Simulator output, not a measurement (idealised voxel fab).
process module | voxel air gaps
cross-section cut | 190 nm wide | cells 5 nm
A cross-section is a grid of square cells, given in bands from the top down. A band is one or more rows of cells.
Each band's line starts with the height of the band's top and of its bottom, in nm. Then come its materials from left to right, each with its width in nm. One material with "throughout" fills the band from edge to edge. "air" is empty space.
Height 0 is the level under which the wafer as received is all one material. The lowest band goes on downwards, as in "0 down".
A width such as "30 to 40" changes by the same amount from each row of cells to the next, from the band's top row to its bottom row.
"no change" after a step means that no cell of the cross-section changed.
closed voids: empty space of 8 cells or more with no open way to the top, each as width x height at its distance from the left edge, in nm
after a step's settings: what the simulator itself notes on the step
overlay nm, on a step with a mask: how far to the right of its planned place the mask lay; to the left if negative
plan
1 op RECEIVE | material Si
2 op CONFORMAL_DEP | material SiO2 | thk nm 15
3 op CONFORMAL_DEP | material SiCN | thk nm 5
4 op DIRECTIONAL_DEP | material lowk | thk nm 35
5 op DIRECTIONAL_DEP | material aC | thk nm 15
6 op PATTERN | tone open | mask id LINES | material resist | width nm 15 | pitch nm 45 | thk nm 30 | overlay nm 0
7 op DIRECTIONAL_ETCH | etch materials aC | depth nm 15
8 op STRIP | etch materials resist
9 op DIRECTIONAL_ETCH | etch materials lowk | depth nm 35
10 op STRIP | etch materials aC
11 op CONFORMAL_DEP | material TiN | thk nm 5
12 op FILL_DEP | material Cu | thk nm 10
13 op CMP | height nm 55
14 op EPI | material Ru | thk nm 10
15 op SELECTIVE_ETCH | etch materials lowk | depth nm 45
16 op CONFORMAL_DEP | material SiCN | thk nm 5
as received, after step 1
  0 down: Si throughout
  closed voids: none
a wafer at the end: this start, this plan, one mistake
  70 to 65: air 20 | SiCN 145 | air 25
  65 to 55: air 20 | SiCN 5 | Ru 135 | SiCN 5 | air 25
  55 to 50: air 20 | SiCN 15 | TiN 5 | Cu 15 | TiN 5 | lowk 20 | TiN 5 | Cu 15 | TiN 5 | lowk 20 | TiN 5 | Cu 15 | TiN 5 | SiCN 15 | air 25
  50 to 25: air 30 | SiCN 5 | TiN 5 | Cu 15 | TiN 5 | lowk 20 | TiN 5 | Cu 15 | TiN 5 | lowk 20 | TiN 5 | Cu 15 | TiN 5 | SiCN 5 | air 35
  25 to 20: SiCN 35 | TiN 25 | lowk 20 | TiN 25 | lowk 20 | TiN 25 | SiCN 40
  20 to 15: SiCN throughout
  15 to 0: SiO2 throughout
  0 down: Si throughout
  closed voids: none
what went wrong: step 6 ran as: op PATTERN | tone open | mask id LINES | material resist | width nm 25 | pitch nm 45 | thk nm 30 | overlay nm 0
